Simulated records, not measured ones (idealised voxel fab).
This is a process module. Its name is voxel self aligned contacts.
It is cross-section cut that appears here, measuring 185 nm in width, its square cells being 5 nm in size.
We lay out every cross-section as a grid of square cells and spell it out in bands from the top down, where one band means one or more rows of cells.
Top, bottom (nm), then materials left to right with widths (nm); lone material tagged "edge to edge" fills the whole band edge to edge; "blank" = empty space.
Ref level 0: as-received wafer is one material below here. Bottom band extends down with no lower bound ("0 down").
It should be noted that a width expressed as "30..40" varies in equal increments from row to row of cells within the band, taking the value of the first number at the top row and that of the second number at the bottom row.
Take "no modifications" at face value: in the step it is given for, the cross-section changed in none of its cells.
Listed in "Listed closed voids": every empty space of 8 or more cells without an open way to the top. Form: width x height at distance, the distance being from the left edge, all in nm.
Whatever follows a step's settings on its line is a remark the simulator itself makes about that step.
A step's line can hold "overlay nm"; with a mask on that step, the setting says how far right of the planned place the mask lay, while a negative setting says it lay to the left.

Planned process steps
- 1: RECEIVE [material Si]
- 2: CONFORMAL_DEP [material SiO2] [thk nm 5]
- 3: DIRECTIONAL_DEP [material polySi] [thk nm 25]
- 4: DIRECTIONAL_DEP [material SiN] [thk nm 25]
- 5: DIRECTIONAL_DEP [material aC] [thk nm 15]
- 6: PATTERN [tone cover] [mask id GATE] [material resist] [width nm 35] [pitch nm 70] [thk nm 30] [overlay nm 0]
- 7: DIRECTIONAL_ETCH [etch materials aC] [depth nm 15]
- 8: STRIP [etch materials resist]
- 9: DIRECTIONAL_ETCH [etch materials SiN] [depth nm 25]
- 10: DIRECTIONAL_ETCH [etch materials polySi] [depth nm 25]
- 11: STRIP [etch materials aC]
- 12: CONFORMAL_DEP [material SiN] [thk nm 10]
- 13: DIRECTIONAL_ETCH [etch materials SiN] [depth nm 10]
- 14: FILL_DEP [material SiO2] [thk nm 10]
- 15: CMP [height nm 60]
- 16: PATTERN [tone open] [mask id CONTACT] [material resist] [width nm 55] [thk nm 20] [overlay nm 0]
- 17: DIRECTIONAL_ETCH [etch materials SiO2] [depth nm 60]
- 18: STRIP [etch materials resist]
- 19: CONFORMAL_DEP [material TiN] [thk nm 5]
- 20: FILL_DEP [material W] [thk nm 5]
- 21: CMP [height nm 60]
- 22: CONFORMAL_DEP [material SiCN] [thk nm 5]

Delivered wafer in cross-section: state after step 1
0 down  Si edge to edge
Listed closed voids: none

Looking at the first of two wafers in cross-section at end of module - ran to plan
65 to 60  SiCN edge to edge
60 to 55  SiO2 65  TiN 25  W 5  TiN 25  SiO2 65
55 to 30  SiO2 30  SiN 55  TiN 5  W 5  TiN 5  SiN 55  SiO2 30
30 to 5  SiO2 30  SiN 10  polySi 35  SiN 10  TiN 5  W 5  TiN 5  SiN 10  polySi 35  SiN 10  SiO2 30
5 to 0  SiO2 85  TiN 15  SiO2 85
0 down  Si edge to edge
Listed closed voids: none

Same start, same plan as the first wafer - but one mistake in the run. Cross-section of the second of the two at the end of the module
60 to 55  SiCN edge to edge
55 to 30  SiO2 30  SiN 55  TiN 5  W 5  TiN 5  SiN 55  SiO2 30
30 to 5  SiO2 30  SiN 10  polySi 35  SiN 10  TiN 5  W 5  TiN 5  SiN 10  polySi 35  SiN 10  SiO2 30
5 to 0  SiO2 85  TiN 15  SiO2 85
0 down  Si edge to edge
Listed closed voids: none
Run error: note that step 21 departed from the planned setting and was carried out as CMP [height nm 55]
Final cells, second wafer relative to first, materials higher or lower: -26 SiO2; -10 TiN; -1 W
